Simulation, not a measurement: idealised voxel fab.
process module | voxel ribs on slabs
FYI the section here is cut, 155 nm wide, cells are 5 nm squares.
Cross-section = grid of square cells, listed top down in bands; band = one or more rows. Heads up on the band format: heights come first, top then bottom, in nm. After that it's the materials left to right, each with its width in nm. A single material flagged "all across" fills the whole band edge to edge, and "blank" means there's empty space there. Basically, 0 is our baseline, since under it the wafer straight out of the box is all one material. The bottom band has no lower end and keeps on going down, so it looks like "0 nm and below". Top row gets the first number, bottom row gets the second, and each row in between changes by the same step: that is how a band width like "30 to 40" works. No cell of the cross-section changed in a step that is given as "nothing got changed". "Enclosed cavity list" contains a list of empty spaces, each no smaller than 8 cells and without an open way to the top, written in the form width x height at distance with the distance from the left edge and all three in nm. Text after the settings on a step's line: the simulator's own remark on that step. On any step carrying a mask, the "overlay nm" setting, if present on the step's line, tells how far right of its planned place the mask lay; negative values point to the left.
## Process steps foreseen in the plan
1,RECEIVE [material Si]
2,DIRECTIONAL_DEP [material SiO2] [thk nm 25]
3,DIRECTIONAL_DEP [material SiN] [thk nm 20]
4,PATTERN [tone cover] [mask id RIB] [material resist] [width nm 15] [thk nm 20] [overlay nm 0]
5,DIRECTIONAL_ETCH [etch materials SiN] [depth nm 10]
6,STRIP [etch materials resist]
7,MASKED_ETCH [tone cover] [mask id SLAB] [width nm 60] [etch materials SiN] [depth nm 10] [overlay nm 0]
8,FILL_DEP [material SiO2] [thk nm 25]
9,CMP [height nm 60]
10,DIRECTIONAL_DEP [material TiN] [thk nm 5]
11,MASKED_ETCH [tone cover] [mask id HEATER] [width nm 30] [etch materials TiN] [depth nm 5] [overlay nm 0]
12,CONFORMAL_DEP [material SiO2] [thk nm 5]
For this document, wafers share an identical start and vary in the step 4 width nm; the plan quotes the first wafer's value.
## The as-received cross-section of the first of several wafers corresponds to the state after step 1
> 0 nm and below  Si all across
> Enclosed cavity list: none
## first wafer at the end, after step 12
> 70 nm to 65 nm  blank 55  SiO2 40  blank 60
> 65 nm to 60 nm  SiO2 60  TiN 30  SiO2 65
> 60 nm to 45 nm  SiO2 all across
> 45 nm to 35 nm  SiO2 70  SiN 15  SiO2 70
> 35 nm to 25 nm  SiO2 45  SiN 60  SiO2 50
> 25 nm to 0 nm  SiO2 all across
> 0 nm and below  Si all across
> Enclosed cavity list: none
## Here we cross-sectioned the last of the wafers once the module was done
> 70 nm to 65 nm  blank 55  SiO2 40  blank 60
> 65 nm to 60 nm  SiO2 60  TiN 30  SiO2 65
> 60 nm to 45 nm  SiO2 all across
> 45 nm to 35 nm  SiO2 60  SiN 35  SiO2 60
> 35 nm to 25 nm  SiO2 45  SiN 60  SiO2 50
> 25 nm to 0 nm  SiO2 all across
> 0 nm and below  Si all across
> Enclosed cavity list: none
## Rows = wafers. At module end, each row lists per material the cells gained (+) or lost (-) since the wafer was received, then the closed voids
width nm 15; +30 SiN; +375 SiO2; +6 TiN; Enclosed cavity list: none
width nm 20; +32 SiN; +373 SiO2; +6 TiN; Enclosed cavity list: none
width nm 25; +34 SiN; +371 SiO2; +6 TiN; Enclosed cavity list: none
width nm 30; +36 SiN; +369 SiO2; +6 TiN; Enclosed cavity list: none
width nm 35; +38 SiN; +367 SiO2; +6 TiN; Enclosed cavity list: none
